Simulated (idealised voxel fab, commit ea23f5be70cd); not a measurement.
This is a process module. Its name is voxel gate over fins.
The figure presents cross-section cut, which has a width of 290 nm and is divided into square cells with an edge length of 5 nm.
Cross-section format: a grid of square cells, given as bands from top to bottom; each band is one or more rows of cells.
Top, bottom (nm), then materials left to right with widths (nm); lone material tagged "full width" fills the whole band edge to edge; "air" = empty space.
Where do heights start? At 0: under that level the wafer as delivered is made of one material only. And the lowest band has no floor; it just carries on downward, as in "0 nm and below".
A two-number width, for instance "30..40", indicates that the width is equal to the first number in the top row of the band and to the second number in the bottom row, and that it changes by a constant amount per row of cells.
Where the words "changes: none" appear for a step, the cross-section shows no cell changed by that step; every cell remained as before.
Under "Enclosed cavities" you'll find the enclosed gaps, the ones with no way out to the top, that are 8 cells or bigger; each reads width x height at distance, with distance counted from the left edge, everything in nm.
The remark found on a step's line after its settings is issued by the simulator itself and pertains to that step.
A step's line can hold "overlay nm"; with a mask on that step, the setting says how far right of the planned place the mask lay, while a negative setting says it lay to the left.

# So here's the lineup of process steps we planned
1,RECEIVE with material Si
2,CONFORMAL_DEP with material SiN, thk nm 5
3,PATTERN with tone cover, mask id FINS, material resist, width nm 15, pitch nm 35, thk nm 20, overlay nm 0
4,DIRECTIONAL_ETCH with etch materials SiN, depth nm 5
5,DIRECTIONAL_ETCH with etch materials Si, depth nm 35
6,STRIP with etch materials resist
7,FILL_DEP with material SiO2, thk nm 5
8,CMP with height nm 5
9,SELECTIVE_ETCH with etch materials SiO2, depth nm 20
10,STRIP with etch materials SiN
11,CONFORMAL_DEP with material HfO2, thk nm 5
12,CONFORMAL_DEP with material TiN, thk nm 5
13,CONFORMAL_DEP with material TiAl, thk nm 5
14,CONFORMAL_DEP with material TiN, thk nm 5
15,FILL_DEP with material W, thk nm 10
16,CMP with height nm 25
17,CONFORMAL_DEP with material SiCN, thk nm 5

# Here's what the wafer looked like in cross-section when it arrived - that's after step 1
0 nm and below: Si full width
Enclosed cavities: none

# Final cross-section, module run with one mistake (start and plan as above)
30 nm to 25 nm: SiCN full width
25 nm to 20 nm: W full width
20 nm to 15 nm: 75 W, then 125 TiN, then 90 W
15 nm to 10 nm: 75 W, then 5 TiN, then 115 TiAl, then 5 TiN, then 90 W
10 nm to 5 nm: 75 W, then 5 TiN, then 5 TiAl, then 105 TiN, then 5 TiAl, then 5 TiN, then 90 W
5 nm to 0 nm: 80 TiN, then 5 TiAl, then 5 TiN, then 25 HfO2, then 10 TiN, then 25 HfO2, then 10 TiN, then 25 HfO2, then 5 TiN, then 5 TiAl, then 95 TiN
0 nm to -5 nm: 85 TiAl, then 5 TiN, then 5 HfO2, then 15 Si, then 5 HfO2, then 10 TiN, then 5 HfO2, then 15 Si, then 5 HfO2, then 10 TiN, then 5 HfO2, then 15 Si, then 5 HfO2, then 5 TiN, then 100 TiAl
-5 nm to -10 nm: 90 TiN, then 5 HfO2, then 15 Si, then 5 HfO2, then 10 TiN, then 5 HfO2, then 15 Si, then 5 HfO2, then 10 TiN, then 5 HfO2, then 15 Si, then 5 HfO2, then 105 TiN
-10 nm to -15 nm: 95 HfO2, then 15 Si, then 20 HfO2, then 15 Si, then 20 HfO2, then 15 Si, then 110 HfO2
-15 nm to -35 nm: 95 SiO2, then 15 Si, then 20 SiO2, then 15 Si, then 20 SiO2, then 15 Si, then 110 SiO2
-35 nm and below: Si full width
Enclosed cavities: none
Short version of what went wrong: note that step 3 departed from the planned setting and was carried out as PATTERN with tone cover, mask id FINS, material resist, width nm 15, pitch nm 35, thk nm 20, overlay nm -5
